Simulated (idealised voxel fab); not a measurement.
process module | voxel released beams
cross-section cut | 140 nm wide | cells 5 nm
A cross-section is a grid of square cells, given in bands from the top down. A band is one or more rows of cells.
Each band's line starts with the height of the band's top and of its bottom, in nm. Then come its materials from left to right, each with its width in nm. One material with "throughout" fills the band from edge to edge. "air" is empty space.
Height 0 is the level under which the wafer as received is all one material. The lowest band goes on downwards, as in "0 down".
A width such as "30 to 40" changes by the same amount from each row of cells to the next, from the band's top row to its bottom row.
"no change" after a step means that no cell of the cross-section changed.
closed voids: empty space of 8 cells or more with no open way to the top, each as width x height at its distance from the left edge, in nm
after a step's settings: what the simulator itself notes on the step
overlay nm, on a step with a mask: how far to the right of its planned place the mask lay; to the left if negative
plan
1 op RECEIVE | material Si
2 op CONFORMAL_DEP | material SiN | thk nm 10
3 op DIRECTIONAL_DEP | material SiO2 | thk nm 10
4 op MASKED_ETCH | tone open | mask id ANCHOR | width nm 35 | etch materials SiO2 | depth nm 10 | overlay nm 0
5 op CONFORMAL_DEP | material polySi | thk nm 15
6 op DIRECTIONAL_DEP | material aC | thk nm 15
7 op PATTERN | tone cover | mask id BEAM | material resist | width nm 80 | thk nm 35 | overlay nm 0
8 op DIRECTIONAL_ETCH | etch materials aC | depth nm 15
9 op STRIP | etch materials resist
10 op DIRECTIONAL_ETCH | etch materials polySi | depth nm 15
11 op STRIP | etch materials aC
12 op STRIP | etch materials SiO2
first wafer, as planned
as received, after step 1
  0 down: Si throughout
  closed voids: none
after step 2
  10 to 0: SiN throughout
  below 0: unchanged
after step 3
  20 to 10: SiO2 throughout
  below 10: unchanged
after step 4
  20 to 10: SiO2 30 | air 35 | SiO2 75
  below 10: unchanged
after step 5
  35 to 25: polySi 45 | air 5 | polySi 90
  25 to 20: polySi throughout
  20 to 10: SiO2 30 | polySi 35 | SiO2 75
  below 10: unchanged
after step 6
  50 to 40: aC 45 | air 5 | aC 90
  40 to 35: aC throughout
  35 to 25: polySi 45 | aC 5 | polySi 90
  below 25: unchanged
after step 7
  85 to 50: air 25 | resist 80 | air 35
  50 to 40: aC 45 | resist 5 | aC 90
  below 40: unchanged
after step 8
  70 to 50: air 25 | resist 80 | air 35
  50 to 40: air 25 | aC 20 | resist 5 | aC 55 | air 35
  40 to 35: air 25 | aC 80 | air 35
  below 35: unchanged
after step 9
  50 to 40: air 25 | aC 20 | air 5 | aC 55 | air 35
  below 40: unchanged
after step 10
  50 to 40: air 25 | aC 20 | air 5 | aC 55 | air 35
  40 to 35: air 25 | aC 80 | air 35
  35 to 25: air 25 | polySi 20 | aC 5 | polySi 55 | air 35
  25 to 20: air 25 | polySi 80 | air 35
  below 20: unchanged
after step 11
  35 to 25: air 25 | polySi 20 | air 5 | polySi 55 | air 35
  below 25: unchanged
after step 12
  35 to 25: air 25 | polySi 20 | air 5 | polySi 55 | air 35
  25 to 20: air 25 | polySi 80 | air 35
  20 to 10: air 30 | polySi 35 | air 75
  below 10: unchanged
second wafer: like start, like plan, one mistake. Through step 4 it matches the first wafer
when step 5 should have ended
  50 to 20: polySi throughout
  20 to 10: SiO2 30 | polySi 35 | SiO2 75
  below 10: unchanged
when step 6 should have ended
  65 to 50: aC throughout
  below 50: unchanged
when step 7 should have ended
  100 to 65: air 25 | resist 80 | air 35
  below 65: unchanged
when step 8 should have ended
  85 to 65: air 25 | resist 80 | air 35
  65 to 50: air 25 | aC 80 | air 35
  below 50: unchanged
when step 9 should have ended
  65 to 50: air 25 | aC 80 | air 35
  below 50: unchanged
when step 10 should have ended
  65 to 50: air 25 | aC 80 | air 35
  50 to 35: air 25 | polySi 80 | air 35
  below 35: unchanged
when step 11 should have ended
  50 to 35: air 25 | polySi 80 | air 35
  below 35: unchanged
when step 12 should have ended: no change
what went wrong: step 5 was run twice
at the end the second wafer has, in cells: 42 more of SiO2 | 86 more of polySi
